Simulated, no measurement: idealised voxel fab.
This section sets out a process module, namely voxel capacitor over wiring.
Square cells of 5 nm make up the cross-section cut, whose width is 230 nm.
Just so we're on the same page, the cross-sections are grids of square cells, and they're listed out in bands top to bottom, each band one or more rows deep. Heads up on the band format: heights come first, top then bottom, in nm. After that it's the materials left to right, each with its width in nm. A single material flagged "all across" fills the whole band edge to edge, and "blank" means there's empty space there. Counting heights begins at 0, where everything beneath is, in the wafer as received, one material. The lowest band has no bottom; it goes on downwards, as "from 0 down" shows. With a width like "30..40", each row of cells in the band differs from the next by the same amount, the top row carrying the first number and the bottom row the second. "all unchanged", as given for a step, is the statement that not any cell of the cross-section underwent a change during that step. The entry titled "Sealed-off cavities" provides the empty spaces that have no open way to the top, restricted to those of 8 cells or more. Each is presented as width x height at distance, the distance being measured from the left edge, with all three in nm. That trailing text on a step's line, after the settings, is the simulator's own remark on the step. The setting "overlay nm" may be written on the line of a step. When the step uses a mask, the value reports how far to the right of the planned place the mask lay, and a negative value reports that it lay to the left. Each pair below shows a cross-section before one step and the cross-section after it, down to the lowest band that changed. The line under each pair gives the step between them, with its settings. The pairs can come from different runs of this module on the same starting wafer, so a pair continues from the pair above only where its "Pre-step view" says so.

**Pre-step view**
* from 0 down  Si all across
* Sealed-off cavities: none

**after**
* from 10 to 0  SiO2 all across
* Note: structure below 0 unchanged.
* Sealed-off cavities: none
Which operation links the two cross-sections above? CONFORMAL_DEP [material SiO2] [thk nm 10]

Pre-step view: taken from the pair above, after panel.

**after**
* from 15 to 10  SiN all across
* Note: structure below 10 unchanged.
* Sealed-off cavities: none
Which operation links the two cross-sections above? CONFORMAL_DEP [material SiN] [thk nm 5]

Pre-step view: taken from the pair above, after panel.

**after**
* from 40 to 15  SiO2 all across
* Note: structure below 15 unchanged.
* Sealed-off cavities: none
Which operation links the two cross-sections above? DIRECTIONAL_DEP [material SiO2] [thk nm 25]

Pre-step view: taken from the pair above, after panel.

**after**
* from 50 to 40  aC all across
* Note: structure below 40 unchanged.
* Sealed-off cavities: none
Which operation links the two cross-sections above? DIRECTIONAL_DEP [material aC] [thk nm 10]

Pre-step view: taken from the pair above, after panel.

**after**
* from 80 to 50  60 nm resist | 20 nm blank | 70 nm resist | 20 nm blank | 60 nm resist
* Note: structure below 50 unchanged.
* Sealed-off cavities: none
Which operation links the two cross-sections above? PATTERN [tone open] [mask id METAL_1] [material resist] [width nm 20] [pitch nm 90] [thk nm 30] [overlay nm 0]

Pre-step view: taken from the pair above, after panel.

**after**
* from 70 to 50  60 nm resist | 20 nm blank | 70 nm resist | 20 nm blank | 60 nm resist
* from 50 to 40  60 nm aC | 20 nm blank | 70 nm aC | 20 nm blank | 60 nm aC
* Note: structure below 40 unchanged.
* Sealed-off cavities: none
Which operation links the two cross-sections above? DIRECTIONAL_ETCH [etch materials aC] [depth nm 10]

Pre-step view: taken from the pair above, after panel.

**after**
* from 50 to 40  60 nm aC | 20 nm blank | 70 nm aC | 20 nm blank | 60 nm aC
* Note: structure below 40 unchanged.
* Sealed-off cavities: none
Which operation links the two cross-sections above? STRIP [etch materials resist]

Pre-step view: taken from the pair above, after panel.

**after**
* from 50 to 40  60 nm aC | 20 nm blank | 70 nm aC | 20 nm blank | 60 nm aC
* from 40 to 15  60 nm SiO2 | 20 nm blank | 70 nm SiO2 | 20 nm blank | 60 nm SiO2
* Note: structure below 15 unchanged.
* Sealed-off cavities: none
Which operation links the two cross-sections above? DIRECTIONAL_ETCH [etch materials SiO2] [depth nm 25]

Pre-step view: taken from the pair above, after panel.

**after**
* from 50 to 40  60 nm aC | 20 nm blank | 70 nm aC | 20 nm blank | 60 nm aC
* from 40 to 15  60 nm SiO2 | 20 nm blank | 70 nm SiO2 | 20 nm blank | 60 nm SiO2
* from 15 to 10  60 nm SiN | 20 nm blank | 70 nm SiN | 20 nm blank | 60 nm SiN
* Note: structure below 10 unchanged.
* Sealed-off cavities: none
Which operation links the two cross-sections above? DIRECTIONAL_ETCH [etch materials SiN] [depth nm 5]

Pre-step view: taken from the pair above, after panel.

**after**
* from 40 to 15  60 nm SiO2 | 20 nm blank | 70 nm SiO2 | 20 nm blank | 60 nm SiO2
* Note: structure below 15 unchanged.
* Sealed-off cavities: none
Which operation links the two cross-sections above? STRIP [etch materials aC]

Pre-step view: taken from the pair above, after panel.

**after**
* from 45 to 40  65 nm TiN | 10 nm blank | 80 nm TiN | 10 nm blank | 65 nm TiN
* from 40 to 15  60 nm SiO2 | 5 nm TiN | 10 nm blank | 5 nm TiN | 70 nm SiO2 | 5 nm TiN | 10 nm blank | 5 nm TiN | 60 nm SiO2
* from 15 to 10  60 nm SiN | 20 nm TiN | 70 nm SiN | 20 nm TiN | 60 nm SiN
* Note: structure below 10 unchanged.
* Sealed-off cavities: none
Which operation links the two cross-sections above? CONFORMAL_DEP [material TiN] [thk nm 5]

Pre-step view: taken from the pair above, after panel.

**after**
* from 50 to 45  Cu all across
* from 45 to 40  65 nm TiN | 10 nm Cu | 80 nm TiN | 10 nm Cu | 65 nm TiN
* from 40 to 15  60 nm SiO2 | 5 nm TiN | 10 nm Cu | 5 nm TiN | 70 nm SiO2 | 5 nm TiN | 10 nm Cu | 5 nm TiN | 60 nm SiO2
* Note: structure below 15 unchanged.
* Sealed-off cavities: none
Which operation links the two cross-sections above? FILL_DEP [material Cu] [thk nm 5]

Pre-step view: taken from the pair above, after panel.

**after**
* from 40 to 15  60 nm SiO2 | 5 nm TiN | 10 nm Cu | 5 nm TiN | 70 nm SiO2 | 5 nm TiN | 10 nm Cu | 5 nm TiN | 60 nm SiO2
* Note: structure below 15 unchanged.
* Sealed-off cavities: none
Which operation links the two cross-sections above? CMP [height nm 40]

Pre-step view: taken from the pair above, after panel.

**after**
* from 45 to 40  SiCN all across
* Note: structure below 40 unchanged.
* Sealed-off cavities: none
Which operation links the two cross-sections above? CONFORMAL_DEP [material SiCN] [thk nm 5]

Pre-step view: taken from the pair above, after panel.

**after**
* from 65 to 45  lowk all across
* Note: structure below 45 unchanged.
* Sealed-off cavities: none
Which operation links the two cross-sections above? DIRECTIONAL_DEP [material lowk] [thk nm 20]

Pre-step view: taken from the pair above, after panel.

**after**
* from 75 to 65  aC all across
* Note: structure below 65 unchanged.
* Sealed-off cavities: none
Which operation links the two cross-sections above? DIRECTIONAL_DEP [material aC] [thk nm 10]

Pre-step view: taken from the pair above, after panel.

**after**
* from 100 to 75  65 nm resist | 15 nm blank | 150 nm resist
* Note: structure below 75 unchanged.
* Sealed-off cavities: none
Which operation links the two cross-sections above? PATTERN [tone open] [mask id PLUG_1] [material resist] [width nm 15] [thk nm 25] [overlay nm 0]

Pre-step view: taken from the pair above, after panel.

**after**
* from 90 to 75  65 nm resist | 15 nm blank | 150 nm resist
* from 75 to 65  65 nm aC | 15 nm blank | 150 nm aC
* Note: structure below 65 unchanged.
* Sealed-off cavities: none
Which operation links the two cross-sections above? DIRECTIONAL_ETCH [etch materials aC] [depth nm 10]

Pre-step view: taken from the pair above, after panel.

**after**
* from 75 to 65  65 nm aC | 15 nm blank | 150 nm aC
* Note: structure below 65 unchanged.
* Sealed-off cavities: none
Which operation links the two cross-sections above? STRIP [etch materials resist]

Pre-step view: taken from the pair above, after panel.

**after**
* from 75 to 65  65 nm aC | 15 nm blank | 150 nm aC
* from 65 to 45  65 nm lowk | 15 nm blank | 150 nm lowk
* Note: structure below 45 unchanged.
* Sealed-off cavities: none
Which operation links the two cross-sections above? DIRECTIONAL_ETCH [etch materials lowk] [depth nm 20]

Pre-step view: taken from the pair above, after panel.

**after**
* from 75 to 65  65 nm aC | 15 nm blank | 150 nm aC
* from 65 to 45  65 nm lowk | 15 nm blank | 150 nm lowk
* from 45 to 40  65 nm SiCN | 15 nm blank | 150 nm SiCN
* Note: structure below 40 unchanged.
* Sealed-off cavities: none
Which operation links the two cross-sections above? DIRECTIONAL_ETCH [etch materials SiCN] [depth nm 5]

Pre-step view: taken from the pair above, after panel.

**after**
* from 65 to 45  65 nm lowk | 15 nm blank | 150 nm lowk
* Note: structure below 45 unchanged.
* Sealed-off cavities: none
Which operation links the two cross-sections above? STRIP [etch materials aC]

Pre-step view: taken from the pair above, after panel.

**after**
* from 70 to 65  70 nm TiN | 5 nm blank | 155 nm TiN
* from 65 to 45  65 nm lowk | 5 nm TiN | 5 nm blank | 5 nm TiN | 150 nm lowk
* from 45 to 40  65 nm SiCN | 15 nm TiN | 150 nm SiCN
* Note: structure below 40 unchanged.
* Sealed-off cavities: none
Which operation links the two cross-sections above? CONFORMAL_DEP [material TiN] [thk nm 5]

Pre-step view: taken from the pair above, after panel.

**after**
* from 80 to 70  W all across
* from 70 to 65  70 nm TiN | 5 nm W | 155 nm TiN
* from 65 to 45  65 nm lowk | 5 nm TiN | 5 nm W | 5 nm TiN | 150 nm lowk
* Note: structure below 45 unchanged.
* Sealed-off cavities: none
Which operation links the two cross-sections above? FILL_DEP [material W] [thk nm 10]

Pre-step view: taken from the pair above, after panel.

**after**
* from 65 to 45  65 nm lowk | 5 nm TiN | 5 nm W | 5 nm TiN | 150 nm lowk
* Note: structure below 45 unchanged.
* Sealed-off cavities: none
Which operation links the two cross-sections above? CMP [height nm 65]

Pre-step view: taken from the pair above, after panel.

**after**
* from 75 to 65  TiN all across
* Note: structure below 65 unchanged.
* Sealed-off cavities: none
Which operation links the two cross-sections above? DIRECTIONAL_DEP [material TiN] [thk nm 10]

Pre-step view: taken from the pair above, after panel.

**after**
* from 80 to 75  HfO2 all across
* Note: structure below 75 unchanged.
* Sealed-off cavities: none
Which operation links the two cross-sections above? DIRECTIONAL_DEP [material HfO2] [thk nm 5]

Pre-step view: taken from the pair above, after panel.

**after**
* from 85 to 80  TiN all across
* Note: structure below 80 unchanged.
* Sealed-off cavities: none
Which operation links the two cross-sections above? DIRECTIONAL_DEP [material TiN] [thk nm 5]

Pre-step view: taken from the pair above, after panel.

**after**
* from 100 to 85  aC all across
* Note: structure below 85 unchanged.
* Sealed-off cavities: none
Which operation links the two cross-sections above? DIRECTIONAL_DEP [material aC] [thk nm 15]

Pre-step view: taken from the pair above, after panel.

**after**
* from 135 to 100  65 nm blank | 75 nm resist | 90 nm blank
* Note: structure below 100 unchanged.
* Sealed-off cavities: none
Which operation links the two cross-sections above? PATTERN [tone cover] [mask id UPPER_PLATE] [material resist] [width nm 75] [thk nm 35] [overlay nm 0]

Pre-step view: taken from the pair above, after panel.

**after**
* from 120 to 100  65 nm blank | 75 nm resist | 90 nm blank
* from 100 to 85  65 nm blank | 75 nm aC | 90 nm blank
* Note: structure below 85 unchanged.
* Sealed-off cavities: none
Which operation links the two cross-sections above? DIRECTIONAL_ETCH [etch materials aC] [depth nm 15]

Pre-step view: taken from the pair above, after panel.

**after**
* from 100 to 85  65 nm blank | 75 nm aC | 90 nm blank
* Note: structure below 85 unchanged.
* Sealed-off cavities: none
Which operation links the two cross-sections above? STRIP [etch materials resist]

Pre-step view: taken from the pair above, after panel.

**after**
* from 100 to 85  65 nm blank | 75 nm aC | 90 nm blank
* from 85 to 80  65 nm blank | 75 nm TiN | 90 nm blank
* Note: structure below 80 unchanged.
* Sealed-off cavities: none
Which operation links the two cross-sections above? DIRECTIONAL_ETCH [etch materials TiN] [depth nm 5]

Pre-step view: taken from the pair above, after panel.

**after**
* from 100 to 85  65 nm blank | 75 nm aC | 90 nm blank
* from 85 to 80  65 nm blank | 75 nm TiN | 90 nm blank
* from 80 to 75  65 nm blank | 75 nm HfO2 | 90 nm blank
* Note: structure below 75 unchanged.
* Sealed-off cavities: none
Which operation links the two cross-sections above? DIRECTIONAL_ETCH [etch materials HfO2] [depth nm 5]

Pre-step view: taken from the pair above, after panel.

**after**
* from 85 to 80  65 nm blank | 75 nm TiN | 90 nm blank
* Note: structure below 80 unchanged.
* Sealed-off cavities: none
Which operation links the two cross-sections above? STRIP [etch materials aC]

Pre-step view: taken from the pair above, after panel.

**after**
* from 105 to 85  60 nm blank | 85 nm resist | 85 nm blank
* from 85 to 80  60 nm blank | 5 nm resist | 75 nm TiN | 5 nm resist | 85 nm blank
* from 80 to 75  60 nm blank | 5 nm resist | 75 nm HfO2 | 5 nm resist | 85 nm blank
* Note: structure below 75 unchanged.
* Sealed-off cavities: none
Which operation links the two cross-sections above? PATTERN [tone cover] [mask id LOWER_PLATE] [material resist] [width nm 85] [thk nm 20] [overlay nm 0]

Pre-step view: taken from the pair above, after panel.

**after**
* from 105 to 85  60 nm blank | 85 nm resist | 85 nm blank
* from 85 to 80  60 nm blank | 5 nm resist | 75 nm TiN | 5 nm resist | 85 nm blank
* from 80 to 75  60 nm blank | 5 nm resist | 75 nm HfO2 | 5 nm resist | 85 nm blank
* from 75 to 65  60 nm blank | 85 nm TiN | 85 nm blank
* Note: structure below 65 unchanged.
* Sealed-off cavities: none
Which operation links the two cross-sections above? DIRECTIONAL_ETCH [etch materials TiN] [depth nm 10]

Pre-step view: taken from the pair above, after panel.

**after**
* from 85 to 80  65 nm blank | 75 nm TiN | 90 nm blank
* from 80 to 75  65 nm blank | 75 nm HfO2 | 90 nm blank
* Note: structure below 75 unchanged.
* Sealed-off cavities: none
Which operation links the two cross-sections above? STRIP [etch materials resist]

Pre-step view: taken from the pair above, after panel.

**after**
* from 100 to 85  SiO2 all across
* from 85 to 80  65 nm SiO2 | 75 nm TiN | 90 nm SiO2
* from 80 to 75  65 nm SiO2 | 75 nm HfO2 | 90 nm SiO2
* from 75 to 65  60 nm SiO2 | 85 nm TiN | 85 nm SiO2
* Note: structure below 65 unchanged.
* Sealed-off cavities: none
Which operation links the two cross-sections above? FILL_DEP [material SiO2] [thk nm 15]

Pre-step view: taken from the pair above, after panel.

**after**
* from 95 to 85  SiO2 all across
* Note: structure below 85 unchanged.
* Sealed-off cavities: none
Which operation links the two cross-sections above? CMP [height nm 95]

Pre-step view: taken from the pair above, after panel.

**after**
* from 95 to 85  75 nm SiO2 | 15 nm blank | 140 nm SiO2
* Note: structure below 85 unchanged.
* Sealed-off cavities: none
Which operation links the two cross-sections above? MASKED_ETCH [tone open] [mask id PLUG_2] [width nm 15] [etch materials SiO2] [depth nm 10] [overlay nm 0]

Pre-step view: taken from the pair above, after panel.

**after**
* from 100 to 95  80 nm TiN | 5 nm blank | 145 nm TiN
* from 95 to 90  75 nm SiO2 | 5 nm TiN | 5 nm blank | 5 nm TiN | 140 nm SiO2
* from 90 to 80  75..65 nm SiO2 | 15..75 nm TiN | 140..90 nm SiO2
* Note: structure below 80 unchanged.
* Sealed-off cavities: none
Which operation links the two cross-sections above? CONFORMAL_DEP [material TiN] [thk nm 5]

Pre-step view: taken from the pair above, after panel.

**after**
* from 110 to 100  W all across
* from 100 to 95  80 nm TiN | 5 nm W | 145 nm TiN
* from 95 to 90  75 nm SiO2 | 5 nm TiN | 5 nm W | 5 nm TiN | 140 nm SiO2
* Note: structure below 90 unchanged.
* Sealed-off cavities: none
Which operation links the two cross-sections above? FILL_DEP [material W] [thk nm 10]

Pre-step view: taken from the pair above, after panel.

**after**
* from 95 to 90  75 nm SiO2 | 5 nm TiN | 5 nm W | 5 nm TiN | 140 nm SiO2
* Note: structure below 90 unchanged.
* Sealed-off cavities: none
Which operation links the two cross-sections above? CMP [height nm 95]

Pre-step view: taken from the pair above, after panel.

**after**
* from 100 to 95  SiN all across
* Note: structure below 95 unchanged.
* Sealed-off cavities: none
Which operation links the two cross-sections above? CONFORMAL_DEP [material SiN] [thk nm 5]

**Pre-step view**
* from 10 to 0  SiO2 all across
* from 0 down  Si all across
* Sealed-off cavities: none

**after**
* from 35 to 0  SiO2 all across
* Note: structure below 0 unchanged.
* Sealed-off cavities: none
Which operation links the two cross-sections above? DIRECTIONAL_DEP [material SiO2] [thk nm 25]

Pre-step view: taken from the pair above, after panel.

**after**
* from 45 to 35  aC all across
* Note: structure below 35 unchanged.
* Sealed-off cavities: none
Which operation links the two cross-sections above? DIRECTIONAL_DEP [material aC] [thk nm 10]

Pre-step view: taken from the pair above, after panel.

**after**
* from 75 to 45  60 nm resist | 20 nm blank | 70 nm resist | 20 nm blank | 60 nm resist
* Note: structure below 45 unchanged.
* Sealed-off cavities: none
Which operation links the two cross-sections above? PATTERN [tone open] [mask id METAL_1] [material resist] [width nm 20] [pitch nm 90] [thk nm 30] [overlay nm 0]

Pre-step view: taken from the pair above, after panel.

**after**
* from 65 to 45  60 nm resist | 20 nm blank | 70 nm resist | 20 nm blank | 60 nm resist
* from 45 to 35  60 nm aC | 20 nm blank | 70 nm aC | 20 nm blank | 60 nm aC
* Note: structure below 35 unchanged.
* Sealed-off cavities: none
Which operation links the two cross-sections above? DIRECTIONAL_ETCH [etch materials aC] [depth nm 10]

Pre-step view: taken from the pair above, after panel.

**after**
* from 45 to 35  60 nm aC | 20 nm blank | 70 nm aC | 20 nm blank | 60 nm aC
* Note: structure below 35 unchanged.
* Sealed-off cavities: none
Which operation links the two cross-sections above? STRIP [etch materials resist]

Pre-step view: taken from the pair above, after panel.

**after**
* from 45 to 35  60 nm aC | 20 nm blank | 70 nm aC | 20 nm blank | 60 nm aC
* from 35 to 10  60 nm SiO2 | 20 nm blank | 70 nm SiO2 | 20 nm blank | 60 nm SiO2
* Note: structure below 10 unchanged.
* Sealed-off cavities: none
Which operation links the two cross-sections above? DIRECTIONAL_ETCH [etch materials SiO2] [depth nm 25]

Pre-step view: taken from the pair above, after panel.

**after**
* from 35 to 10  60 nm SiO2 | 20 nm blank | 70 nm SiO2 | 20 nm blank | 60 nm SiO2
* Note: structure below 10 unchanged.
* Sealed-off cavities: none
Which operation links the two cross-sections above? STRIP [etch materials aC]

Pre-step view: taken from the pair above, after panel.

**after**
* from 40 to 35  65 nm TiN | 10 nm blank | 80 nm TiN | 10 nm blank | 65 nm TiN
* from 35 to 15  60 nm SiO2 | 5 nm TiN | 10 nm blank | 5 nm TiN | 70 nm SiO2 | 5 nm TiN | 10 nm blank | 5 nm TiN | 60 nm SiO2
* from 15 to 10  60 nm SiO2 | 20 nm TiN | 70 nm SiO2 | 20 nm TiN | 60 nm SiO2
* Note: structure below 10 unchanged.
* Sealed-off cavities: none
Which operation links the two cross-sections above? CONFORMAL_DEP [material TiN] [thk nm 5]

Pre-step view: taken from the pair above, after panel.

**after**
* from 45 to 40  Cu all across
* from 40 to 35  65 nm TiN | 10 nm Cu | 80 nm TiN | 10 nm Cu | 65 nm TiN
* from 35 to 15  60 nm SiO2 | 5 nm TiN | 10 nm Cu | 5 nm TiN | 70 nm SiO2 | 5 nm TiN | 10 nm Cu | 5 nm TiN | 60 nm SiO2
* Note: structure below 15 unchanged.
* Sealed-off cavities: none
Which operation links the two cross-sections above? FILL_DEP [material Cu] [thk nm 5]

Pre-step view: taken from the pair above, after panel.

**after**
* from 40 to 35  65 nm TiN | 10 nm Cu | 80 nm TiN | 10 nm Cu | 65 nm TiN
* Note: structure below 35 unchanged.
* Sealed-off cavities: none
Which operation links the two cross-sections above? CMP [height nm 40]

Pre-step view: taken from the pair above, after panel.

**after**
* from 45 to 40  SiCN all across
* Note: structure below 40 unchanged.
* Sealed-off cavities: none
Which operation links the two cross-sections above? CONFORMAL_DEP [material SiCN] [thk nm 5]

Pre-step view: taken from the pair above, after panel.

**after**
* from 65 to 45  lowk all across
* Note: structure below 45 unchanged.
* Sealed-off cavities: none
Which operation links the two cross-sections above? DIRECTIONAL_DEP [material lowk] [thk nm 20]

Pre-step view: taken from the pair above, after panel.

**after**
* from 75 to 65  aC all across
* Note: structure below 65 unchanged.
* Sealed-off cavities: none
Which operation links the two cross-sections above? DIRECTIONAL_DEP [material aC] [thk nm 10]

Pre-step view: taken from the pair above, after panel.

**after**
* from 100 to 75  65 nm resist | 15 nm blank | 150 nm resist
* Note: structure below 75 unchanged.
* Sealed-off cavities: none
Which operation links the two cross-sections above? PATTERN [tone open] [mask id PLUG_1] [material resist] [width nm 15] [thk nm 25] [overlay nm 0]

Pre-step view: taken from the pair above, after panel.

**after**
* from 90 to 75  65 nm resist | 15 nm blank | 150 nm resist
* from 75 to 65  65 nm aC | 15 nm blank | 150 nm aC
* Note: structure below 65 unchanged.
* Sealed-off cavities: none
Which operation links the two cross-sections above? DIRECTIONAL_ETCH [etch materials aC] [depth nm 10]

Pre-step view: taken from the pair above, after panel.

**after**
* from 75 to 65  65 nm aC | 15 nm blank | 150 nm aC
* Note: structure below 65 unchanged.
* Sealed-off cavities: none
Which operation links the two cross-sections above? STRIP [etch materials resist]

Pre-step view: taken from the pair above, after panel.

**after**
* from 75 to 65  65 nm aC | 15 nm blank | 150 nm aC
* from 65 to 45  65 nm lowk | 15 nm blank | 150 nm lowk
* Note: structure below 45 unchanged.
* Sealed-off cavities: none
Which operation links the two cross-sections above? DIRECTIONAL_ETCH [etch materials lowk] [depth nm 20]

Pre-step view: taken from the pair above, after panel.

**after**
* from 75 to 65  65 nm aC | 15 nm blank | 150 nm aC
* from 65 to 45  65 nm lowk | 15 nm blank | 150 nm lowk
* from 45 to 40  65 nm SiCN | 15 nm blank | 150 nm SiCN
* Note: structure below 40 unchanged.
* Sealed-off cavities: none
Which operation links the two cross-sections above? DIRECTIONAL_ETCH [etch materials SiCN] [depth nm 5]

Pre-step view: taken from the pair above, after panel.

**after**
* from 65 to 45  65 nm lowk | 15 nm blank | 150 nm lowk
* Note: structure below 45 unchanged.
* Sealed-off cavities: none
Which operation links the two cross-sections above? STRIP [etch materials aC]

Pre-step view: taken from the pair above, after panel.

**after**
* from 70 to 65  70 nm TiN | 5 nm blank | 155 nm TiN
* from 65 to 45  65 nm lowk | 5 nm TiN | 5 nm blank | 5 nm TiN | 150 nm lowk
* from 45 to 40  65 nm SiCN | 15 nm TiN | 150 nm SiCN
* Note: structure below 40 unchanged.
* Sealed-off cavities: none
Which operation links the two cross-sections above? CONFORMAL_DEP [material TiN] [thk nm 5]

Pre-step view: taken from the pair above, after panel.

**after**
* from 80 to 70  W all across
* from 70 to 65  70 nm TiN | 5 nm W | 155 nm TiN
* from 65 to 45  65 nm lowk | 5 nm TiN | 5 nm W | 5 nm TiN | 150 nm lowk
* Note: structure below 45 unchanged.
* Sealed-off cavities: none
Which operation links the two cross-sections above? FILL_DEP [material W] [thk nm 10]

Pre-step view: taken from the pair above, after panel.

**after**
* from 65 to 45  65 nm lowk | 5 nm TiN | 5 nm W | 5 nm TiN | 150 nm lowk
* Note: structure below 45 unchanged.
* Sealed-off cavities: none
Which operation links the two cross-sections above? CMP [height nm 65]

Pre-step view: taken from the pair above, after panel.

**after**
* from 75 to 65  TiN all across
* Note: structure below 65 unchanged.
* Sealed-off cavities: none
Which operation links the two cross-sections above? DIRECTIONAL_DEP [material TiN] [thk nm 10]

Pre-step view: taken from the pair above, after panel.

**after**
* from 80 to 75  HfO2 all across
* Note: structure below 75 unchanged.
* Sealed-off cavities: none
Which operation links the two cross-sections above? DIRECTIONAL_DEP [material HfO2] [thk nm 5]

Pre-step view: taken from the pair above, after panel.

**after**
* from 85 to 80  TiN all across
* Note: structure below 80 unchanged.
* Sealed-off cavities: none
Which operation links the two cross-sections above? DIRECTIONAL_DEP [material TiN] [thk nm 5]

Pre-step view: taken from the pair above, after panel.

**after**
* from 100 to 85  aC all across
* Note: structure below 85 unchanged.
* Sealed-off cavities: none
Which operation links the two cross-sections above? DIRECTIONAL_DEP [material aC] [thk nm 15]

Pre-step view: taken from the pair above, after panel.

**after**
* from 135 to 100  65 nm blank | 75 nm resist | 90 nm blank
* Note: structure below 100 unchanged.
* Sealed-off cavities: none
Which operation links the two cross-sections above? PATTERN [tone cover] [mask id UPPER_PLATE] [material resist] [width nm 75] [thk nm 35] [overlay nm 0]

Pre-step view: taken from the pair above, after panel.

**after**
* from 120 to 100  65 nm blank | 75 nm resist | 90 nm blank
* from 100 to 85  65 nm blank | 75 nm aC | 90 nm blank
* Note: structure below 85 unchanged.
* Sealed-off cavities: none
Which operation links the two cross-sections above? DIRECTIONAL_ETCH [etch materials aC] [depth nm 15]

Pre-step view: taken from the pair above, after panel.

**after**
* from 100 to 85  65 nm blank | 75 nm aC | 90 nm blank
* Note: structure below 85 unchanged.
* Sealed-off cavities: none
Which operation links the two cross-sections above? STRIP [etch materials resist]

Pre-step view: taken from the pair above, after panel.

**after**
* from 100 to 85  65 nm blank | 75 nm aC | 90 nm blank
* from 85 to 80  65 nm blank | 75 nm TiN | 90 nm blank
* Note: structure below 80 unchanged.
* Sealed-off cavities: none
Which operation links the two cross-sections above? DIRECTIONAL_ETCH [etch materials TiN] [depth nm 5]

Pre-step view: taken from the pair above, after panel.

**after**
* from 100 to 85  65 nm blank | 75 nm aC | 90 nm blank
* from 85 to 80  65 nm blank | 75 nm TiN | 90 nm blank
* from 80 to 75  65 nm blank | 75 nm HfO2 | 90 nm blank
* Note: structure below 75 unchanged.
* Sealed-off cavities: none
Which operation links the two cross-sections above? DIRECTIONAL_ETCH [etch materials HfO2] [depth nm 5]

Pre-step view: taken from the pair above, after panel.

**after**
* from 85 to 80  65 nm blank | 75 nm TiN | 90 nm blank
* Note: structure below 80 unchanged.
* Sealed-off cavities: none
Which operation links the two cross-sections above? STRIP [etch materials aC]

Pre-step view: taken from the pair above, after panel.

**after**
* from 105 to 85  60 nm blank | 85 nm resist | 85 nm blank
* from 85 to 80  60 nm blank | 5 nm resist | 75 nm TiN | 5 nm resist | 85 nm blank
* from 80 to 75  60 nm blank | 5 nm resist | 75 nm HfO2 | 5 nm resist | 85 nm blank
* Note: structure below 75 unchanged.
* Sealed-off cavities: none
Which operation links the two cross-sections above? PATTERN [tone cover] [mask id LOWER_PLATE] [material resist] [width nm 85] [thk nm 20] [overlay nm 0]

Pre-step view: taken from the pair above, after panel.

**after**
* from 105 to 85  60 nm blank | 85 nm resist | 85 nm blank
* from 85 to 80  60 nm blank | 5 nm resist | 75 nm TiN | 5 nm resist | 85 nm blank
* from 80 to 75  60 nm blank | 5 nm resist | 75 nm HfO2 | 5 nm resist | 85 nm blank
* from 75 to 65  60 nm blank | 85 nm TiN | 85 nm blank
* Note: structure below 65 unchanged.
* Sealed-off cavities: none
Which operation links the two cross-sections above? DIRECTIONAL_ETCH [etch materials TiN] [depth nm 10]

Pre-step view: taken from the pair above, after panel.

**after**
* from 85 to 80  65 nm blank | 75 nm TiN | 90 nm blank
* from 80 to 75  65 nm blank | 75 nm HfO2 | 90 nm blank
* Note: structure below 75 unchanged.
* Sealed-off cavities: none
Which operation links the two cross-sections above? STRIP [etch materials resist]

Pre-step view: taken from the pair above, after panel.

**after**
* from 100 to 85  SiO2 all across
* from 85 to 80  65 nm SiO2 | 75 nm TiN | 90 nm SiO2
* from 80 to 75  65 nm SiO2 | 75 nm HfO2 | 90 nm SiO2
* from 75 to 65  60 nm SiO2 | 85 nm TiN | 85 nm SiO2
* Note: structure below 65 unchanged.
* Sealed-off cavities: none
Which operation links the two cross-sections above? FILL_DEP [material SiO2] [thk nm 15]

Pre-step view: taken from the pair above, after panel.

**after**
* from 95 to 85  SiO2 all across
* Note: structure below 85 unchanged.
* Sealed-off cavities: none
Which operation links the two cross-sections above? CMP [height nm 95]

Pre-step view: taken from the pair above, after panel.

**after**
* from 95 to 85  75 nm SiO2 | 15 nm blank | 140 nm SiO2
* Note: structure below 85 unchanged.
* Sealed-off cavities: none
Which operation links the two cross-sections above? MASKED_ETCH [tone open] [mask id PLUG_2] [width nm 15] [etch materials SiO2] [depth nm 10] [overlay nm 0]

Pre-step view: taken from the pair above, after panel.

**after**
* from 100 to 95  80 nm TiN | 5 nm blank | 145 nm TiN
* from 95 to 90  75 nm SiO2 | 5 nm TiN | 5 nm blank | 5 nm TiN | 140 nm SiO2
* from 90 to 80  75..65 nm SiO2 | 15..75 nm TiN | 140..90 nm SiO2
* Note: structure below 80 unchanged.
* Sealed-off cavities: none
Which operation links the two cross-sections above? CONFORMAL_DEP [material TiN] [thk nm 5]

Pre-step view: taken from the pair above, after panel.

**after**
* from 110 to 100  W all across
* from 100 to 95  80 nm TiN | 5 nm W | 145 nm TiN
* from 95 to 90  75 nm SiO2 | 5 nm TiN | 5 nm W | 5 nm TiN | 140 nm SiO2
* Note: structure below 90 unchanged.
* Sealed-off cavities: none
Which operation links the two cross-sections above? FILL_DEP [material W] [thk nm 10]

Pre-step view: taken from the pair above, after panel.

**after**
* from 95 to 90  75 nm SiO2 | 5 nm TiN | 5 nm W | 5 nm TiN | 140 nm SiO2
* Note: structure below 90 unchanged.
* Sealed-off cavities: none
Which operation links the two cross-sections above? CMP [height nm 95]

Pre-step view: taken from the pair above, after panel.

**after**
* from 100 to 95  SiN all across
* Note: structure below 95 unchanged.
* Sealed-off cavities: none
Which operation links the two cross-sections above? CONFORMAL_DEP [material SiN] [thk nm 5]

**Pre-step view**
* from 110 to 100  W all across
* from 100 to 95  80 nm TiN | 5 nm W | 145 nm TiN
* from 95 to 90  75 nm SiO2 | 5 nm TiN | 5 nm W | 5 nm TiN | 140 nm SiO2
* from 90 to 80  75..65 nm SiO2 | 15..75 nm TiN | 140..90 nm SiO2
* from 80 to 75  65 nm SiO2 | 75 nm HfO2 | 90 nm SiO2
* from 75 to 65  60 nm SiO2 | 85 nm TiN | 85 nm SiO2
* from 65 to 45  65 nm lowk | 5 nm TiN | 5 nm W | 5 nm TiN | 150 nm lowk
* from 45 to 40  65 nm SiCN | 15 nm TiN | 150 nm SiCN
* from 40 to 15  60 nm SiO2 | 5 nm TiN | 10 nm Cu | 5 nm TiN | 70 nm SiO2 | 5 nm TiN | 10 nm Cu | 5 nm TiN | 60 nm SiO2
* from 15 to 10  60 nm SiN | 20 nm TiN | 70 nm SiN | 20 nm TiN | 60 nm SiN
* from 10 to 0  SiO2 all across
* from 0 down  Si all across
* Sealed-off cavities: none

**after**
* from 120 to 100  W all across
* Note: structure below 100 unchanged.
* Sealed-off cavities: none
Which operation links the two cross-sections above? FILL_DEP [material W] [thk nm 10]

Pre-step view: taken from the pair above, after panel.

**after**
* from 95 to 90  75 nm SiO2 | 5 nm TiN | 5 nm W | 5 nm TiN | 140 nm SiO2
* Note: structure below 90 unchanged.
* Sealed-off cavities: none
Which operation links the two cross-sections above? CMP [height nm 95]
